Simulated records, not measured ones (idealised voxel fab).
Process module name: voxel ribs on slabs
Shown is cross-section cut, with a width of 205 nm and square cells of size 5 nm.
We lay out every cross-section as a grid of square cells and spell it out in bands from the top down, where one band means one or more rows of cells. The entry gives the band's vertical extent as a top height and a bottom height in nm, then its horizontal make-up as materials from left to right, each with a width in nm. "blank" stands for empty space; a single material marked "all across" fills the band edge to edge. Height 0 is the level under which the wafer as received is all one material. The lowest band goes on downwards, as in "0 and below". Think of "30->40" as a width that walks from the first number to the second as you go down the band, top row to bottom row, taking equal-sized steps from row to row. The designation "no alteration", where it is given for a processing step, indicates that no cell of the cross-section was altered in the course of that step. What "Closed internal cavities" gives you is every empty space of 8 cells or more that is cut off from the top. Each appears as width x height at distance, with the distance taken from the left edge and width, height and distance all in nm. That trailing text on a step's line, after the settings, is the simulator's own remark on the step. The line of a step may include "overlay nm". On a step with a mask, this value is how far to the right of its planned place the mask lay. A negative value means the mask lay to the left.
These are the steps we planned for the process:
1. RECEIVE [material Si]
2. DIRECTIONAL_DEP [material SiO2] [thk nm 25]
3. DIRECTIONAL_DEP [material SiN] [thk nm 15]
4. DIRECTIONAL_DEP [material aC] [thk nm 10]
5. PATTERN [tone cover] [mask id RIB] [material resist] [width nm 20] [thk nm 25] [overlay nm 0]
6. DIRECTIONAL_ETCH [etch materials aC] [depth nm 10]
7. STRIP [etch materials resist]
8. DIRECTIONAL_ETCH [etch materials SiN] [depth nm 5]
9. STRIP [etch materials aC]
10. MASKED_ETCH [tone cover] [mask id SLAB] [width nm 60] [etch materials SiN] [depth nm 10] [overlay nm 0]
11. FILL_DEP [material SiO2] [thk nm 15]
12. CMP [height nm 50]
13. DIRECTIONAL_DEP [material W] [thk nm 10]
14. PATTERN [tone cover] [mask id HEATER] [material resist] [width nm 30] [thk nm 15] [overlay nm 0]
15. DIRECTIONAL_ETCH [etch materials W] [depth nm 10]
16. STRIP [etch materials resist]
17. CONFORMAL_DEP [material SiN] [thk nm 5]
Step 1 complete: cross-section of the wafer as received:
> 0 and below | Si all across
> Closed internal cavities: none
a wafer at the end: this start, this plan, one mistake:
> 65 down to 60 | 80 blank, then 40 SiN, then 85 blank
> 60 down to 55 | 80 blank, then 5 SiN, then 30 W, then 5 SiN, then 85 blank
> 55 down to 50 | 85 SiN, then 30 W, then 90 SiN
> 50 down to 40 | SiO2 all across
> 40 down to 35 | 95 SiO2, then 15 SiN, then 95 SiO2
> 35 down to 25 | 70 SiO2, then 60 SiN, then 75 SiO2
> 25 down to 0 | SiO2 all across
> 0 and below | Si all across
> Closed internal cavities: none
Nonconformance to the process plan: step 5 was not run as planned; what actually ran was PATTERN [tone cover] [mask id RIB] [material resist] [width nm 15] [thk nm 25] [overlay nm 0]
